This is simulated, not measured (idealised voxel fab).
Proc. module: voxel air gaps
Shown is cross-section cut, with a width of 235 nm and square cells of size 5 nm.
How to read a cross-section here: the picture is a grid of square cells, written as bands going from the top down, and any band can span one or more rows of cells.
A band entry consists of two parts. The first gives the height of the band's top and the height of its bottom, in nm. The rest lists the band's materials from left to right, each with its width in nm. A single material labelled with the word "everywhere" fills the band from edge to edge, and the word "air" marks empty space.
Convention: height 0 is the level below which the wafer, as received, is all one material. The lowest band does not terminate at the bottom but continues downward, represented as "top 0, no bottom".
Think of "30..40" as a width that walks from the first number to the second as you go down the band, top row to bottom row, taking equal-sized steps from row to row.
Reading "no change occurred" for a step: not a cell of the cross-section changed in it.
Empty spaces without an open route to the top, at least 8 cells in extent, make up the entry "Cavities, sealed"; each is given as width x height at distance, where the distance is measured from the left edge, and all are in nm.
Anything after a step's settings on that line? It's the simulator's own note about the step.
What "overlay nm" on a step's line means: if the step has a mask, that mask lay this far to the right of its planned place, or, when the value is negative, to the left.

### List of planned process steps
- 1: RECEIVE [material Si]
- 2: CONFORMAL_DEP [material SiO2] [thk nm 15]
- 3: CONFORMAL_DEP [material SiCN] [thk nm 5]
- 4: DIRECTIONAL_DEP [material SiO2] [thk nm 35]
- 5: MASKED_ETCH [tone open] [mask id LINES] [width nm 25] [pitch nm 50] [etch materials SiO2] [depth nm 35] [overlay nm -15]
- 6: CONFORMAL_DEP [material TiN] [thk nm 5]
- 7: FILL_DEP [material W] [thk nm 10]
- 8: CMP [height nm 55]
- 9: EPI [material Ru] [thk nm 10]
- 10: SELECTIVE_ETCH [etch materials SiO2] [depth nm 45]
- 11: CONFORMAL_DEP [material SiCN] [thk nm 5]
The plan's step 5 overlay nm is the first wafer's value; the wafers differ in this setting and start identical.

### As-received cross-section, first of several wafers, post step 1
    top 0, no bottom = Si everywhere
    Cavities, sealed: none

### Below: a row per wafer. Contents at end of module: for every material, cells gained since receipt (+) or lost since receipt (-); then closed voids
overlay nm -15, +54 Ru, +164 SiCN, +141 SiO2, +51 TiN, +54 W, Cavities, sealed: 15 x 25 at 70; 15 x 25 at 120
overlay nm -10, +54 Ru, +164 SiCN, +141 SiO2, +51 TiN, +54 W, Cavities, sealed: 15 x 25 at 75; 15 x 25 at 125
overlay nm -5, +54 Ru, +164 SiCN, +141 SiO2, +51 TiN, +54 W, Cavities, sealed: 15 x 25 at 80; 15 x 25 at 130
overlay nm 0, +54 Ru, +164 SiCN, +141 SiO2, +51 TiN, +54 W, Cavities, sealed: 15 x 25 at 85; 15 x 25 at 135
overlay nm 5, +54 Ru, +164 SiCN, +141 SiO2, +51 TiN, +54 W, Cavities, sealed: 15 x 25 at 90; 15 x 25 at 140
overlay nm 10, +54 Ru, +164 SiCN, +141 SiO2, +51 TiN, +54 W, Cavities, sealed: 15 x 25 at 95; 15 x 25 at 145
overlay nm 15, +54 Ru, +164 SiCN, +141 SiO2, +51 TiN, +54 W, Cavities, sealed: 15 x 25 at 100; 15 x 25 at 150
